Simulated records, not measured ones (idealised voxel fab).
Documented hereafter: the process module known as voxel fin reveal.
Square cell edge 5 nm, section width 215 nm, ID cut.
Cross-section, as written here: a square-cell grid given band by band from the top down, where a band holds one or more rows of cells.
First you get the band's top height and its bottom height, in nm, and then the materials it's made of, left to right, with each width in nm. If you see a single material with "edge to edge", that one covers the band edge to edge. "air" is empty space.
All heights in this document are referenced to 0, defined as the level beneath which the wafer, as received, consists entirely of one material. The lowest band is not bounded below; it extends indefinitely downward and is written in the form "0 down".
Width spec "30->40" -> top row of cells at first value, bottom row at second value, equal per-row change in between.
The designation "changes: none", where it is given for a processing step, indicates that no cell of the cross-section was altered in the course of that step.
"Fully enclosed voids" enumerates empty spaces isolated from the top, with no open way to it, that contain at least 8 cells, giving each as width x height at distance from the left edge, all three in nm.
It should be noted that, on the line of a given step, the content following the step's settings is a remark produced by the simulator itself with respect to that step.
What "overlay nm" on a step's line means: if the step has a mask, that mask lay this far to the right of its planned place, or, when the value is negative, to the left.

**Intended process steps**
step 1: RECEIVE | material Si
step 2: CONFORMAL_DEP | material SiN | thk nm 10
step 3: DIRECTIONAL_DEP | material aC | thk nm 10
step 4: PATTERN | tone cover | mask id FINS | material resist | width nm 15 | pitch nm 40 | thk nm 25 | overlay nm 0
step 5: DIRECTIONAL_ETCH | etch materials aC | depth nm 10
step 6: STRIP | etch materials resist
step 7: DIRECTIONAL_ETCH | etch materials SiN | depth nm 10
step 8: DIRECTIONAL_ETCH | etch materials Si | depth nm 30
step 9: STRIP | etch materials aC
step 10: OXIDIZE | depth nm 5
step 11: FILL_DEP | material SiO2 | thk nm 10
step 12: CMP | height nm 10
step 13: SELECTIVE_ETCH | etch materials SiO2 | depth nm 25
step 14: STRIP | etch materials SiN

**Cross-section of the wafer upon arrival, representing the state reached after step 1**
    0 down | Si edge to edge
    Fully enclosed voids: none

**Look at the cross-section after the module: the wafer started out the way shown above and the plan was the one shown above, yet one mistake was made along the way**
    0 to -15 | 55 air; 5 Si; 35 air; 5 Si; 35 air; 5 Si; 75 air
    -15 to -35 | 55 SiO2; 5 Si; 35 SiO2; 5 Si; 35 SiO2; 5 Si; 75 SiO2
    -35 down | Si edge to edge
    Fully enclosed voids: none
Deviation from plan: step 4 went in with a setting other than planned; the actual run was PATTERN | tone cover | mask id FINS | material resist | width nm 15 | pitch nm 40 | thk nm 25 | overlay nm -10
